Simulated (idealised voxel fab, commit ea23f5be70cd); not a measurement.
The following process module bears the name voxel wiring stack.
Square cell edge 5 nm, section width 245 nm, ID cut.
Just so we're on the same page, the cross-sections are grids of square cells, and they're listed out in bands top to bottom, each band one or more rows deep.
First you get the band's top height and its bottom height, in nm, and then the materials it's made of, left to right, with each width in nm. If you see a single material with "throughout", that one covers the band edge to edge. "empty" is empty space.
Heights are reckoned from 0. Under this level, the received wafer is all of one material. The bottommost band is open-ended downward, for example "from 0 down".
The expression "30->40" gives the width at the extremes of the band, the first number at its top row of cells and the second at its bottom row, with the width changing by equal amounts from each row to the next in between.
Reading "identical to before" for a step: not a cell of the cross-section changed in it.
"Voids, sealed" - sealed voids, min. 8 cells, no opening to top; format: width x height at distance (distance from left edge; nm throughout).
Past the settings on a step's line: simulator remark, on that step.
"overlay nm" denotes, for a step that has a mask, the displacement of the mask to the right of its planned place, with negative values corresponding to the left.
Pairs ahead. Before: cross-section ahead of one process step. After: cross-section once the step is done, shown to the lowest changed band only. Under each pair: that step, with settings. Caution: pairs may come from different runs of this module on the same starting wafer; a pair follows the pair above only where its "Status quo ante" entry says so.

## Status quo ante
	from 130 to 125 | TiN=50 / empty=15 / TiN=45 / empty=15 / TiN=45 / empty=15 / TiN=60
	from 125 to 115 | SiO2=45 / TiN=5->10 / empty=15->10 / TiN=5 / SiO2=35 / TiN=5->10 / empty=15->10 / TiN=5 / SiO2=35 / TiN=5->10 / empty=15->10 / TiN=5 / SiO2=55
	from 115 to 110 | SiO2=50 / TiN=5 / empty=10 / TiN=5 / SiO2=40 / TiN=5 / empty=10 / TiN=5 / SiO2=40 / TiN=5 / empty=10 / TiN=5 / SiO2=55
	from 110 to 105 | SiO2=50 / TiN=20 / SiO2=40 / TiN=20 / SiO2=40 / TiN=20 / SiO2=55
	from 105 to 95 | SiO2=50 / TiN=10 / SiO2=50 / TiN=10 / SiO2=50 / TiN=10 / SiO2=65
	from 95 to 90 | SiCN=50 / TiN=10 / SiCN=50 / TiN=10 / SiCN=50 / TiN=10 / SiCN=65
	from 90 to 65 | lowk=45 / Ru=30 / lowk=30 / Ru=30 / lowk=30 / Ru=30 / lowk=50
	from 65 to 60 | lowk=45 / TiN=30 / lowk=30 / TiN=30 / lowk=30 / TiN=30 / lowk=50
	from 60 to 40 | lowk=45 / Ru=15 / lowk=45 / Ru=15 / lowk=45 / Ru=15 / lowk=65
	from 40 to 35 | SiCN=45 / Ru=15 / SiCN=45 / Ru=15 / SiCN=45 / Ru=15 / SiCN=65
	from 35 to 15 | SiO2=45 / TiN=5 / W=20 / TiN=5 / SiO2=30 / TiN=5 / W=20 / TiN=5 / SiO2=30 / TiN=5 / W=20 / TiN=5 / SiO2=50
	from 15 to 10 | SiCN=45 / TiN=30 / SiCN=30 / TiN=30 / SiCN=30 / TiN=30 / SiCN=50
	from 10 to 0 | SiO2 throughout
	from 0 down | Si throughout
	Voids, sealed: none

## As Processed
	from 135 to 130 | Ru throughout
	from 130 to 125 | TiN=50 / Ru=15 / TiN=45 / Ru=15 / TiN=45 / Ru=15 / TiN=60
	from 125 to 115 | SiO2=45 / TiN=5->10 / Ru=15->10 / TiN=5 / SiO2=35 / TiN=5->10 / Ru=15->10 / TiN=5 / SiO2=35 / TiN=5->10 / Ru=15->10 / TiN=5 / SiO2=55
	from 115 to 110 | SiO2=50 / TiN=5 / Ru=10 / TiN=5 / SiO2=40 / TiN=5 / Ru=10 / TiN=5 / SiO2=40 / TiN=5 / Ru=10 / TiN=5 / SiO2=55
	Heights below 110 show no change.
	Voids, sealed: none
Step, pre vs post cross-sections above: op FILL_DEP | material Ru | thk nm 5

Status quo ante: starting point is the after cross-section of the pair just above.

## As Processed
	from 125 to 115 | SiO2=45 / TiN=5->10 / Ru=15->10 / TiN=5 / SiO2=35 / TiN=5->10 / Ru=15->10 / TiN=5 / SiO2=35 / TiN=5->10 / Ru=15->10 / TiN=5 / SiO2=55
	Heights below 115 show no change.
	Voids, sealed: none
Step, pre vs post cross-sections above: op CMP | height nm 125

Status quo ante: starting point is the after cross-section of the pair just above.

## As Processed
	from 130 to 125 | SiCN throughout
	Heights below 125 show no change.
	Voids, sealed: none
Step, pre vs post cross-sections above: op CONFORMAL_DEP | material SiCN | thk nm 5

## Status quo ante
	from 35 to 15 | SiO2 throughout
	from 15 to 10 | SiCN throughout
	from 10 to 0 | SiO2 throughout
	from 0 down | Si throughout
	Voids, sealed: none

## As Processed
	from 35 to 15 | SiO2=55 / empty=30 / SiO2=30 / empty=30 / SiO2=30 / empty=30 / SiO2=40
	Heights below 15 show no change.
	Voids, sealed: none
Step, pre vs post cross-sections above: op MASKED_ETCH | tone open | mask id METAL_1 | width nm 30 | pitch nm 60 | etch materials SiO2 | depth nm 20 | overlay nm 10

Status quo ante: starting point is the after cross-section of the pair just above.

## As Processed
	from 35 to 15 | SiO2=55 / empty=30 / SiO2=30 / empty=30 / SiO2=30 / empty=30 / SiO2=40
	from 15 to 10 | SiCN=55 / empty=20 / SiCN=40 / empty=20 / SiCN=40 / empty=20 / SiCN=50
	Heights below 10 show no change.
	Voids, sealed: none
Step, pre vs post cross-sections above: op MASKED_ETCH | tone open | mask id METAL_1 | width nm 30 | pitch nm 60 | etch materials SiCN | depth nm 5 | overlay nm 0

Status quo ante: starting point is the after cross-section of the pair just above.

## As Processed
	from 40 to 35 | TiN=60 / empty=20 / TiN=40 / empty=20 / TiN=40 / empty=20 / TiN=45
	from 35 to 20 | SiO2=55 / TiN=5 / empty=20 / TiN=5 / SiO2=30 / TiN=5 / empty=20 / TiN=5 / SiO2=30 / TiN=5 / empty=20 / TiN=5 / SiO2=40
	from 20 to 15 | SiO2=55 / TiN=5 / empty=10 / TiN=15 / SiO2=30 / TiN=5 / empty=10 / TiN=15 / SiO2=30 / TiN=5 / empty=10 / TiN=15 / SiO2=40
	from 15 to 10 | SiCN=55 / TiN=20 / SiCN=40 / TiN=20 / SiCN=40 / TiN=20 / SiCN=50
	Heights below 10 show no change.
	Voids, sealed: none
Step, pre vs post cross-sections above: op CONFORMAL_DEP | material TiN | thk nm 5

Status quo ante: starting point is the after cross-section of the pair just above.

## As Processed
	from 50 to 40 | W throughout
	from 40 to 35 | TiN=60 / W=20 / TiN=40 / W=20 / TiN=40 / W=20 / TiN=45
	from 35 to 20 | SiO2=55 / TiN=5 / W=20 / TiN=5 / SiO2=30 / TiN=5 / W=20 / TiN=5 / SiO2=30 / TiN=5 / W=20 / TiN=5 / SiO2=40
	from 20 to 15 | SiO2=55 / TiN=5 / W=10 / TiN=15 / SiO2=30 / TiN=5 / W=10 / TiN=15 / SiO2=30 / TiN=5 / W=10 / TiN=15 / SiO2=40
	Heights below 15 show no change.
	Voids, sealed: none
Step, pre vs post cross-sections above: op FILL_DEP | material W | thk nm 10

Status quo ante: starting point is the after cross-section of the pair just above.

## As Processed
	from 35 to 20 | SiO2=55 / TiN=5 / W=20 / TiN=5 / SiO2=30 / TiN=5 / W=20 / TiN=5 / SiO2=30 / TiN=5 / W=20 / TiN=5 / SiO2=40
	Heights below 20 show no change.
	Voids, sealed: none
Step, pre vs post cross-sections above: op CMP | height nm 35

Status quo ante: starting point is the after cross-section of the pair just above.

## As Processed
	from 40 to 35 | SiCN throughout
	Heights below 35 show no change.
	Voids, sealed: none
Step, pre vs post cross-sections above: op CONFORMAL_DEP | material SiCN | thk nm 5

Status quo ante: starting point is the after cross-section of the pair just above.

## As Processed
	from 60 to 40 | lowk throughout
	Heights below 40 show no change.
	Voids, sealed: none
Step, pre vs post cross-sections above: op DIRECTIONAL_DEP | material lowk | thk nm 20

Status quo ante: starting point is the after cross-section of the pair just above.

## As Processed
	from 75 to 60 | resist=45 / empty=15 / resist=45 / empty=15 / resist=45 / empty=15 / resist=65
	Heights below 60 show no change.
	Voids, sealed: none
Step, pre vs post cross-sections above: op PATTERN | tone open | mask id PLUG_1 | material resist | width nm 15 | pitch nm 60 | thk nm 15 | overlay nm 0

Status quo ante: starting point is the after cross-section of the pair just above.

## As Processed
	from 75 to 60 | resist=45 / empty=15 / resist=45 / empty=15 / resist=45 / empty=15 / resist=65
	from 60 to 40 | lowk=45 / empty=15 / lowk=45 / empty=15 / lowk=45 / empty=15 / lowk=65
	Heights below 40 show no change.
	Voids, sealed: none
Step, pre vs post cross-sections above: op DIRECTIONAL_ETCH | etch materials lowk | depth nm 20

Status quo ante: starting point is the after cross-section of the pair just above.

## As Processed
	from 75 to 60 | resist=45 / empty=15 / resist=45 / empty=15 / resist=45 / empty=15 / resist=65
	from 60 to 40 | lowk=45 / empty=15 / lowk=45 / empty=15 / lowk=45 / empty=15 / lowk=65
	from 40 to 35 | SiCN=45 / empty=15 / SiCN=45 / empty=15 / SiCN=45 / empty=15 / SiCN=65
	Heights below 35 show no change.
	Voids, sealed: none
Step, pre vs post cross-sections above: op DIRECTIONAL_ETCH | etch materials SiCN | depth nm 5

Status quo ante: starting point is the after cross-section of the pair just above.

## As Processed
	from 60 to 40 | lowk=45 / empty=15 / lowk=45 / empty=15 / lowk=45 / empty=15 / lowk=65
	Heights below 40 show no change.
	Voids, sealed: none
Step, pre vs post cross-sections above: op STRIP | etch materials resist

Status quo ante: starting point is the after cross-section of the pair just above.

## As Processed
	from 60 to 45 | lowk=45 / empty=15 / lowk=45 / empty=15 / lowk=45 / empty=15 / lowk=65
	from 45 to 40 | lowk=45 / Ru=15 / lowk=45 / Ru=15 / lowk=45 / Ru=15 / lowk=65
	from 40 to 35 | SiCN=45 / Ru=15 / SiCN=45 / Ru=15 / SiCN=45 / Ru=15 / SiCN=65
	Heights below 35 show no change.
	Voids, sealed: none
Step, pre vs post cross-sections above: op EPI | material Ru | thk nm 10

Status quo ante: starting point is the after cross-section of the pair just above.

## As Processed
	from 60 to 55 | lowk=45 / empty=15 / lowk=45 / empty=15 / lowk=45 / empty=15 / lowk=65
	from 55 to 40 | lowk=45 / Ru=15 / lowk=45 / Ru=15 / lowk=45 / Ru=15 / lowk=65
	Heights below 40 show no change.
	Voids, sealed: none
Step, pre vs post cross-sections above: op EPI | material Ru | thk nm 10

Status quo ante: starting point is the after cross-section of the pair just above.

## As Processed
	from 60 to 40 | lowk=45 / Ru=15 / lowk=45 / Ru=15 / lowk=45 / Ru=15 / lowk=65
	Heights below 40 show no change.
	Voids, sealed: none
Step, pre vs post cross-sections above: op EPI | material Ru | thk nm 5

Status quo ante: starting point is the after cross-section of the pair just above.

## As Processed
	from 65 to 60 | TiN throughout
	Heights below 60 show no change.
	Voids, sealed: none
Step, pre vs post cross-sections above: op DIRECTIONAL_DEP | material TiN | thk nm 5

Status quo ante: starting point is the after cross-section of the pair just above.

## As Processed
	from 90 to 65 | Ru throughout
	Heights below 65 show no change.
	Voids, sealed: none
Step, pre vs post cross-sections above: op DIRECTIONAL_DEP | material Ru | thk nm 25

Status quo ante: starting point is the after cross-section of the pair just above.

## As Processed
	from 105 to 90 | empty=45 / resist=30 / empty=30 / resist=30 / empty=30 / resist=30 / empty=50
	Heights below 90 show no change.
	Voids, sealed: none
Step, pre vs post cross-sections above: op PATTERN | tone cover | mask id METAL_2 | material resist | width nm 30 | pitch nm 60 | thk nm 15 | overlay nm 0

Status quo ante: starting point is the after cross-section of the pair just above.

## As Processed
	from 105 to 90 | empty=45 / resist=30 / empty=30 / resist=30 / empty=30 / resist=30 / empty=50
	from 90 to 65 | empty=45 / Ru=30 / empty=30 / Ru=30 / empty=30 / Ru=30 / empty=50
	Heights below 65 show no change.
	Voids, sealed: none
Step, pre vs post cross-sections above: op DIRECTIONAL_ETCH | etch materials Ru | depth nm 25

Status quo ante: starting point is the after cross-section of the pair just above.

## As Processed
	from 105 to 90 | empty=45 / resist=30 / empty=30 / resist=30 / empty=30 / resist=30 / empty=50
	from 90 to 65 | empty=45 / Ru=30 / empty=30 / Ru=30 / empty=30 / Ru=30 / empty=50
	from 65 to 60 | empty=45 / TiN=30 / empty=30 / TiN=30 / empty=30 / TiN=30 / empty=50
	Heights below 60 show no change.
	Voids, sealed: none
Step, pre vs post cross-sections above: op DIRECTIONAL_ETCH | etch materials TiN | depth nm 5

Status quo ante: starting point is the after cross-section of the pair just above.

## As Processed
	from 90 to 65 | empty=45 / Ru=30 / empty=30 / Ru=30 / empty=30 / Ru=30 / empty=50
	Heights below 65 show no change.
	Voids, sealed: none
Step, pre vs post cross-sections above: op STRIP | etch materials resist

Status quo ante: starting point is the after cross-section of the pair just above.

## As Processed
	from 100 to 90 | lowk throughout
	from 90 to 65 | lowk=45 / Ru=30 / lowk=30 / Ru=30 / lowk=30 / Ru=30 / lowk=50
	from 65 to 60 | lowk=45 / TiN=30 / lowk=30 / TiN=30 / lowk=30 / TiN=30 / lowk=50
	Heights below 60 show no change.
	Voids, sealed: none
Step, pre vs post cross-sections above: op FILL_DEP | material lowk | thk nm 10

Status quo ante: starting point is the after cross-section of the pair just above.

## As Processed
	from 90 to 65 | lowk=45 / Ru=30 / lowk=30 / Ru=30 / lowk=30 / Ru=30 / lowk=50
	Heights below 65 show no change.
	Voids, sealed: none
Step, pre vs post cross-sections above: op CMP | height nm 90

Status quo ante: starting point is the after cross-section of the pair just above.

## As Processed
	from 95 to 90 | SiCN throughout
	Heights below 90 show no change.
	Voids, sealed: none
Step, pre vs post cross-sections above: op CONFORMAL_DEP | material SiCN | thk nm 5

Status quo ante: starting point is the after cross-section of the pair just above.

## As Processed
	from 125 to 95 | SiO2 throughout
	Heights below 95 show no change.
	Voids, sealed: none
Step, pre vs post cross-sections above: op DIRECTIONAL_DEP | material SiO2 | thk nm 30

Status quo ante: starting point is the after cross-section of the pair just above.

## As Processed
	from 145 to 125 | resist=45 / empty=30 / resist=30 / empty=30 / resist=30 / empty=30 / resist=50
	Heights below 125 show no change.
	Voids, sealed: none
Step, pre vs post cross-sections above: op PATTERN | tone open | mask id METAL_3 | material resist | width nm 30 | pitch nm 60 | thk nm 20 | overlay nm 0

Status quo ante: starting point is the after cross-section of the pair just above.

## As Processed
	from 145 to 125 | resist=45 / empty=30 / resist=30 / empty=30 / resist=30 / empty=30 / resist=50
	from 125 to 105 | SiO2=45 / empty=30 / SiO2=30 / empty=30 / SiO2=30 / empty=30 / SiO2=50
	Heights below 105 show no change.
	Voids, sealed: none
Step, pre vs post cross-sections above: op DIRECTIONAL_ETCH | etch materials SiO2 | depth nm 20

Status quo ante: starting point is the after cross-section of the pair just above.

## As Processed
	from 125 to 105 | SiO2=45 / empty=30 / SiO2=30 / empty=30 / SiO2=30 / empty=30 / SiO2=50
	Heights below 105 show no change.
	Voids, sealed: none
Step, pre vs post cross-sections above: op STRIP | etch materials resist

Status quo ante: starting point is the after cross-section of the pair just above.

## As Processed
	from 140 to 125 | resist=45 / empty=15 / resist=45 / empty=15 / resist=45 / empty=15 / resist=65
	from 125 to 105 | SiO2=45 / empty=15 / resist=15 / SiO2=30 / empty=15 / resist=15 / SiO2=30 / empty=15 / resist=15 / SiO2=50
	Heights below 105 show no change.
	Voids, sealed: none
Step, pre vs post cross-sections above: op PATTERN | tone open | mask id METAL_3_HOLES | material resist | width nm 15 | pitch nm 60 | thk nm 15 | overlay nm 0

Status quo ante: starting point is the after cross-section of the pair just above.

## As Processed
	from 140 to 125 | resist=45 / empty=15 / resist=45 / empty=15 / resist=45 / empty=15 / resist=65
	from 125 to 105 | SiO2=45 / empty=15 / resist=15 / SiO2=30 / empty=15 / resist=15 / SiO2=30 / empty=15 / resist=15 / SiO2=50
	from 105 to 95 | SiO2=45 / empty=15 / SiO2=45 / empty=15 / SiO2=45 / empty=15 / SiO2=65
	Heights below 95 show no change.
	Voids, sealed: none
Step, pre vs post cross-sections above: op DIRECTIONAL_ETCH | etch materials SiO2 | depth nm 10

Status quo ante: starting point is the after cross-section of the pair just above.

## As Processed
	from 140 to 125 | resist=45 / empty=15 / resist=45 / empty=15 / resist=45 / empty=15 / resist=65
	from 125 to 105 | SiO2=45 / empty=15 / resist=15 / SiO2=30 / empty=15 / resist=15 / SiO2=30 / empty=15 / resist=15 / SiO2=50
	from 105 to 95 | SiO2=45 / empty=15 / SiO2=45 / empty=15 / SiO2=45 / empty=15 / SiO2=65
	from 95 to 90 | SiCN=45 / empty=15 / SiCN=45 / empty=15 / SiCN=45 / empty=15 / SiCN=65
	Heights below 90 show no change.
	Voids, sealed: none
Step, pre vs post cross-sections above: op DIRECTIONAL_ETCH | etch materials SiCN | depth nm 5

Status quo ante: starting point is the after cross-section of the pair just above.

## As Processed
	from 125 to 105 | SiO2=45 / empty=30 / SiO2=30 / empty=30 / SiO2=30 / empty=30 / SiO2=50
	Heights below 105 show no change.
	Voids, sealed: none
Step, pre vs post cross-sections above: op STRIP | etch materials resist

Status quo ante: starting point is the after cross-section of the pair just above.

## As Processed
	from 130 to 125 | TiN=50 / empty=20 / TiN=40 / empty=20 / TiN=40 / empty=20 / TiN=55
	from 125 to 110 | SiO2=45 / TiN=5 / empty=20 / TiN=5 / SiO2=30 / TiN=5 / empty=20 / TiN=5 / SiO2=30 / TiN=5 / empty=20 / TiN=5 / SiO2=50
	from 110 to 105 | SiO2=45 / TiN=5 / empty=5 / TiN=20 / SiO2=30 / TiN=5 / empty=5 / TiN=20 / SiO2=30 / TiN=5 / empty=5 / TiN=20 / SiO2=50
	from 105 to 95 | SiO2=45 / TiN=5 / empty=5 / TiN=5 / SiO2=45 / TiN=5 / empty=5 / TiN=5 / SiO2=45 / TiN=5 / empty=5 / TiN=5 / SiO2=65
	from 95 to 90 | SiCN=45 / TiN=15 / SiCN=45 / TiN=15 / SiCN=45 / TiN=15 / SiCN=65
	Heights below 90 show no change.
	Voids, sealed: none
Step, pre vs post cross-sections above: op CONFORMAL_DEP | material TiN | thk nm 5

Status quo ante: starting point is the after cross-section of the pair just above.

## As Processed
	from 135 to 130 | Ru throughout
	from 130 to 125 | TiN=50 / Ru=20 / TiN=40 / Ru=20 / TiN=40 / Ru=20 / TiN=55
	from 125 to 110 | SiO2=45 / TiN=5 / Ru=20 / TiN=5 / SiO2=30 / TiN=5 / Ru=20 / TiN=5 / SiO2=30 / TiN=5 / Ru=20 / TiN=5 / SiO2=50
	from 110 to 105 | SiO2=45 / TiN=5 / Ru=5 / TiN=20 / SiO2=30 / TiN=5 / Ru=5 / TiN=20 / SiO2=30 / TiN=5 / Ru=5 / TiN=20 / SiO2=50
	from 105 to 95 | SiO2=45 / TiN=5 / Ru=5 / TiN=5 / SiO2=45 / TiN=5 / Ru=5 / TiN=5 / SiO2=45 / TiN=5 / Ru=5 / TiN=5 / SiO2=65
	Heights below 95 show no change.
	Voids, sealed: none
Step, pre vs post cross-sections above: op FILL_DEP | material Ru | thk nm 5

Status quo ante: starting point is the after cross-section of the pair just above.

## As Processed
	from 125 to 110 | SiO2=45 / TiN=5 / Ru=20 / TiN=5 / SiO2=30 / TiN=5 / Ru=20 / TiN=5 / SiO2=30 / TiN=5 / Ru=20 / TiN=5 / SiO2=50
	Heights below 110 show no change.
	Voids, sealed: none
Step, pre vs post cross-sections above: op CMP | height nm 125

Status quo ante: starting point is the after cross-section of the pair just above.

## As Processed
	from 130 to 125 | SiCN throughout
	Heights below 125 show no change.
	Voids, sealed: none
Step, pre vs post cross-sections above: op CONFORMAL_DEP | material SiCN | thk nm 5

## Status quo ante
	from 90 to 65 | empty=45 / Ru=30 / empty=30 / Ru=30 / empty=30 / Ru=30 / empty=50
	from 65 to 60 | empty=45 / TiN=30 / empty=30 / TiN=30 / empty=30 / TiN=30 / empty=50
	from 60 to 40 | lowk=45 / Ru=15 / lowk=45 / Ru=15 / lowk=45 / Ru=15 / lowk=65
	from 40 to 35 | SiCN=45 / Ru=15 / SiCN=45 / Ru=15 / SiCN=45 / Ru=15 / SiCN=65
	from 35 to 15 | SiO2=45 / TiN=5 / W=20 / TiN=5 / SiO2=30 / TiN=5 / W=20 / TiN=5 / SiO2=30 / TiN=5 / W=20 / TiN=5 / SiO2=50
	from 15 to 10 | SiCN=45 / TiN=30 / SiCN=30 / TiN=30 / SiCN=30 / TiN=30 / SiCN=50
	from 10 to 0 | SiO2 throughout
	from 0 down | Si throughout
	Voids, sealed: none

## As Processed
	from 100 to 90 | SiO2 throughout
	from 90 to 65 | SiO2=45 / Ru=30 / SiO2=30 / Ru=30 / SiO2=30 / Ru=30 / SiO2=50
	from 65 to 60 | SiO2=45 / TiN=30 / SiO2=30 / TiN=30 / SiO2=30 / TiN=30 / SiO2=50
	Heights below 60 show no change.
	Voids, sealed: none
Step, pre vs post cross-sections above: op FILL_DEP | material SiO2 | thk nm 10

Status quo ante: starting point is the after cross-section of the pair just above.

## As Processed
	from 90 to 65 | SiO2=45 / Ru=30 / SiO2=30 / Ru=30 / SiO2=30 / Ru=30 / SiO2=50
	Heights below 65 show no change.
	Voids, sealed: none
Step, pre vs post cross-sections above: op CMP | height nm 90

Status quo ante: starting point is the after cross-section of the pair just above.

## As Processed
	from 95 to 90 | SiCN throughout
	Heights below 90 show no change.
	Voids, sealed: none
Step, pre vs post cross-sections above: op CONFORMAL_DEP | material SiCN | thk nm 5

Status quo ante: starting point is the after cross-section of the pair just above.

## As Processed
	from 125 to 95 | SiO2 throughout
	Heights below 95 show no change.
	Voids, sealed: none
Step, pre vs post cross-sections above: op DIRECTIONAL_DEP | material SiO2 | thk nm 30

Status quo ante: starting point is the after cross-section of the pair just above.

## As Processed
	from 145 to 125 | resist=45 / empty=30 / resist=30 / empty=30 / resist=30 / empty=30 / resist=50
	Heights below 125 show no change.
	Voids, sealed: none
Step, pre vs post cross-sections above: op PATTERN | tone open | mask id METAL_3 | material resist | width nm 30 | pitch nm 60 | thk nm 20 | overlay nm 0

Status quo ante: starting point is the after cross-section of the pair just above.

## As Processed
	from 145 to 125 | resist=45 / empty=30 / resist=30 / empty=30 / resist=30 / empty=30 / resist=50
	from 125 to 105 | SiO2=45 / empty=30 / SiO2=30 / empty=30 / SiO2=30 / empty=30 / SiO2=50
	Heights below 105 show no change.
	Voids, sealed: none
Step, pre vs post cross-sections above: op DIRECTIONAL_ETCH | etch materials SiO2 | depth nm 20

Status quo ante: starting point is the after cross-section of the pair just above.

## As Processed
	from 125 to 105 | SiO2=45 / empty=30 / SiO2=30 / empty=30 / SiO2=30 / empty=30 / SiO2=50
	Heights below 105 show no change.
	Voids, sealed: none
Step, pre vs post cross-sections above: op STRIP | etch materials resist

Status quo ante: starting point is the after cross-section of the pair just above.

## As Processed
	from 140 to 125 | resist=45 / empty=15 / resist=45 / empty=15 / resist=45 / empty=15 / resist=65
	from 125 to 105 | SiO2=45 / empty=15 / resist=15 / SiO2=30 / empty=15 / resist=15 / SiO2=30 / empty=15 / resist=15 / SiO2=50
	Heights below 105 show no change.
	Voids, sealed: none
Step, pre vs post cross-sections above: op PATTERN | tone open | mask id METAL_3_HOLES | material resist | width nm 15 | pitch nm 60 | thk nm 15 | overlay nm 0

Status quo ante: starting point is the after cross-section of the pair just above.

## As Processed
	from 140 to 125 | resist=45 / empty=15 / resist=45 / empty=15 / resist=45 / empty=15 / resist=65
	from 125 to 105 | SiO2=45 / empty=15 / resist=15 / SiO2=30 / empty=15 / resist=15 / SiO2=30 / empty=15 / resist=15 / SiO2=50
	from 105 to 95 | SiO2=45 / empty=15 / SiO2=45 / empty=15 / SiO2=45 / empty=15 / SiO2=65
	Heights below 95 show no change.
	Voids, sealed: none
Step, pre vs post cross-sections above: op DIRECTIONAL_ETCH | etch materials SiO2 | depth nm 10

Status quo ante: starting point is the after cross-section of the pair just above.

## As Processed
	from 140 to 125 | resist=45 / empty=15 / resist=45 / empty=15 / resist=45 / empty=15 / resist=65
	from 125 to 105 | SiO2=45 / empty=15 / resist=15 / SiO2=30 / empty=15 / resist=15 / SiO2=30 / empty=15 / resist=15 / SiO2=50
	from 105 to 95 | SiO2=45 / empty=15 / SiO2=45 / empty=15 / SiO2=45 / empty=15 / SiO2=65
	from 95 to 90 | SiCN=45 / empty=15 / SiCN=45 / empty=15 / SiCN=45 / empty=15 / SiCN=65
	Heights below 90 show no change.
	Voids, sealed: none
Step, pre vs post cross-sections above: op DIRECTIONAL_ETCH | etch materials SiCN | depth nm 5

Status quo ante: starting point is the after cross-section of the pair just above.

## As Processed
	from 125 to 105 | SiO2=45 / empty=30 / SiO2=30 / empty=30 / SiO2=30 / empty=30 / SiO2=50
	Heights below 105 show no change.
	Voids, sealed: none
Step, pre vs post cross-sections above: op STRIP | etch materials resist

Status quo ante: starting point is the after cross-section of the pair just above.

## As Processed
	from 130 to 125 | TiN=50 / empty=20 / TiN=40 / empty=20 / TiN=40 / empty=20 / TiN=55
	from 125 to 110 | SiO2=45 / TiN=5 / empty=20 / TiN=5 / SiO2=30 / TiN=5 / empty=20 / TiN=5 / SiO2=30 / TiN=5 / empty=20 / TiN=5 / SiO2=50
	from 110 to 105 | SiO2=45 / TiN=5 / empty=5 / TiN=20 / SiO2=30 / TiN=5 / empty=5 / TiN=20 / SiO2=30 / TiN=5 / empty=5 / TiN=20 / SiO2=50
	from 105 to 95 | SiO2=45 / TiN=5 / empty=5 / TiN=5 / SiO2=45 / TiN=5 / empty=5 / TiN=5 / SiO2=45 / TiN=5 / empty=5 / TiN=5 / SiO2=65
	from 95 to 90 | SiCN=45 / TiN=15 / SiCN=45 / TiN=15 / SiCN=45 / TiN=15 / SiCN=65
	Heights below 90 show no change.
	Voids, sealed: none
Step, pre vs post cross-sections above: op CONFORMAL_DEP | material TiN | thk nm 5

Status quo ante: starting point is the after cross-section of the pair just above.

## As Processed
	from 135 to 130 | Ru throughout
	from 130 to 125 | TiN=50 / Ru=20 / TiN=40 / Ru=20 / TiN=40 / Ru=20 / TiN=55
	from 125 to 110 | SiO2=45 / TiN=5 / Ru=20 / TiN=5 / SiO2=30 / TiN=5 / Ru=20 / TiN=5 / SiO2=30 / TiN=5 / Ru=20 / TiN=5 / SiO2=50
	from 110 to 105 | SiO2=45 / TiN=5 / Ru=5 / TiN=20 / SiO2=30 / TiN=5 / Ru=5 / TiN=20 / SiO2=30 / TiN=5 / Ru=5 / TiN=20 / SiO2=50
	from 105 to 95 | SiO2=45 / TiN=5 / Ru=5 / TiN=5 / SiO2=45 / TiN=5 / Ru=5 / TiN=5 / SiO2=45 / TiN=5 / Ru=5 / TiN=5 / SiO2=65
	Heights below 95 show no change.
	Voids, sealed: none
Step, pre vs post cross-sections above: op FILL_DEP | material Ru | thk nm 5

Status quo ante: starting point is the after cross-section of the pair just above.

## As Processed
	from 125 to 110 | SiO2=45 / TiN=5 / Ru=20 / TiN=5 / SiO2=30 / TiN=5 / Ru=20 / TiN=5 / SiO2=30 / TiN=5 / Ru=20 / TiN=5 / SiO2=50
	Heights below 110 show no change.
	Voids, sealed: none
Step, pre vs post cross-sections above: op CMP | height nm 125

Status quo ante: starting point is the after cross-section of the pair just above.

## As Processed
	from 130 to 125 | SiCN throughout
	Heights below 125 show no change.
	Voids, sealed: none
Step, pre vs post cross-sections above: op CONFORMAL_DEP | material SiCN | thk nm 5

## Status quo ante
	from 125 to 105 | SiO2=45 / empty=30 / SiO2=30 / empty=30 / SiO2=30 / empty=30 / SiO2=50
	from 105 to 95 | SiO2 throughout
	from 95 to 90 | SiCN throughout
	from 90 to 65 | lowk=45 / Ru=30 / lowk=30 / Ru=30 / lowk=30 / Ru=30 / lowk=50
	from 65 to 60 | lowk=45 / TiN=30 / lowk=30 / TiN=30 / lowk=30 / TiN=30 / lowk=50
	from 60 to 40 | lowk=45 / Ru=15 / lowk=45 / Ru=15 / lowk=45 / Ru=15 / lowk=65
	from 40 to 35 | SiCN=45 / Ru=15 / SiCN=45 / Ru=15 / SiCN=45 / Ru=15 / SiCN=65
	from 35 to 15 | SiO2=45 / TiN=5 / W=20 / TiN=5 / SiO2=30 / TiN=5 / W=20 / TiN=5 / SiO2=30 / TiN=5 / W=20 / TiN=5 / SiO2=50
	from 15 to 10 | SiCN=45 / TiN=30 / SiCN=30 / TiN=30 / SiCN=30 / TiN=30 / SiCN=50
	from 10 to 0 | SiO2 throughout
	from 0 down | Si throughout
	Voids, sealed: none

## As Processed
	from 140 to 125 | empty=45 / resist=15 / empty=45 / resist=15 / empty=45 / resist=15 / empty=65
	from 125 to 105 | SiO2=45 / resist=15 / empty=15 / SiO2=30 / resist=15 / empty=15 / SiO2=30 / resist=15 / empty=15 / SiO2=50
	Heights below 105 show no change.
	Voids, sealed: none
Step, pre vs post cross-sections above: op PATTERN | tone cover | mask id METAL_3_HOLES | material resist | width nm 15 | pitch nm 60 | thk nm 15 | overlay nm 0

Status quo ante: starting point is the after cross-section of the pair just above.

## As Processed
	from 140 to 115 | empty=45 / resist=15 / empty=45 / resist=15 / empty=45 / resist=15 / empty=65
	from 115 to 105 | SiO2=45 / resist=15 / empty=15 / SiO2=30 / resist=15 / empty=15 / SiO2=30 / resist=15 / empty=15 / SiO2=50
	from 105 to 95 | SiO2=60 / empty=15 / SiO2=45 / empty=15 / SiO2=45 / empty=15 / SiO2=50
	Heights below 95 show no change.
	Voids, sealed: none
Step, pre vs post cross-sections above: op DIRECTIONAL_ETCH | etch materials SiO2 | depth nm 10

Status quo ante: starting point is the after cross-section of the pair just above.

## As Processed
	from 140 to 115 | empty=45 / resist=15 / empty=45 / resist=15 / empty=45 / resist=15 / empty=65
	from 115 to 105 | SiO2=45 / resist=15 / empty=15 / SiO2=30 / resist=15 / empty=15 / SiO2=30 / resist=15 / empty=15 / SiO2=50
	from 105 to 95 | SiO2=60 / empty=15 / SiO2=45 / empty=15 / SiO2=45 / empty=15 / SiO2=50
	from 95 to 90 | SiCN=60 / empty=15 / SiCN=45 / empty=15 / SiCN=45 / empty=15 / SiCN=50
	Heights below 90 show no change.
	Voids, sealed: none
Step, pre vs post cross-sections above: op DIRECTIONAL_ETCH | etch materials SiCN | depth nm 5

Status quo ante: starting point is the after cross-section of the pair just above.

## As Processed
	from 115 to 105 | SiO2=45 / empty=30 / SiO2=30 / empty=30 / SiO2=30 / empty=30 / SiO2=50
	Heights below 105 show no change.
	Voids, sealed: none
Step, pre vs post cross-sections above: op STRIP | etch materials resist
